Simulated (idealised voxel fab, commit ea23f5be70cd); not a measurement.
process module | voxel local oxidation
cross-section cut | 240 nm wide | cells 5 nm
A cross-section is a grid of square cells, given in bands from the top down. A band is one or more rows of cells.
Each band's line starts with the height of the band's top and of its bottom, in nm. Then come its materials from left to right, each with its width in nm. One material with "throughout" fills the band from edge to edge. "air" is empty space.
Height 0 is the level under which the wafer as received is all one material. The lowest band goes on downwards, as in "0 down".
A width such as "30 to 40" changes by the same amount from each row of cells to the next, from the band's top row to its bottom row.
"no change" after a step means that no cell of the cross-section changed.
closed voids: empty space of 8 cells or more with no open way to the top, each as width x height at its distance from the left edge, in nm
after a step's settings: what the simulator itself notes on the step
overlay nm, on a step with a mask: how far to the right of its planned place the mask lay; to the left if negative
plan
1 op RECEIVE | material Si
2 op OXIDIZE | depth nm 5
3 op CONFORMAL_DEP | material SiN | thk nm 15
4 op MASKED_ETCH | tone cover | mask id ACTIVE | width nm 90 | etch materials SiN | depth nm 15 | overlay nm 0
5 op SELECTIVE_ETCH | etch materials SiO2 | depth nm 5
6 op OXIDIZE | depth nm 10
7 op STRIP | etch materials SiN
first wafer, as planned
as received, after step 1
  0 down: Si throughout
  closed voids: none
after step 2
  0 to -5: SiO2 throughout
  below -5: unchanged
after step 3
  15 to 0: SiN throughout
  below 0: unchanged
after step 4
  15 to 0: air 75 | SiN 90 | air 75
  below 0: unchanged
after step 5
  15 to 0: air 75 | SiN 90 | air 75
  0 to -5: air 80 | SiO2 80 | air 80
  below -5: unchanged
after step 6
  15 to 0: air 75 | SiN 90 | air 75
  0 to -5: air 80 | SiO2 80 | air 80
  -5 to -15: SiO2 90 | Si 60 | SiO2 90
  below -15: unchanged
after step 7
  0 to -5: air 80 | SiO2 80 | air 80
  below -5: unchanged
second wafer: like start, like plan, one mistake. Through step 3 it matches the first wafer
when step 4 should have ended
  15 to 0: SiN 75 | air 90 | SiN 75
  below 0: unchanged
when step 5 should have ended
  15 to 0: SiN 75 | air 90 | SiN 75
  0 to -5: SiO2 70 | air 100 | SiO2 70
  below -5: unchanged
when step 6 should have ended
  15 to 0: SiN 75 | air 90 | SiN 75
  0 to -5: SiO2 70 | air 100 | SiO2 70
  -5 to -15: Si 60 | SiO2 120 | Si 60
  below -15: unchanged
when step 7 should have ended
  0 to -5: SiO2 70 | air 100 | SiO2 70
  below -5: unchanged
what went wrong: step 4 ran as: op MASKED_ETCH | tone open | mask id ACTIVE | width nm 90 | etch materials SiN | depth nm 15 | overlay nm 0
at the end the second wafer has, in cells: 24 more of Si | 12 fewer of SiO2
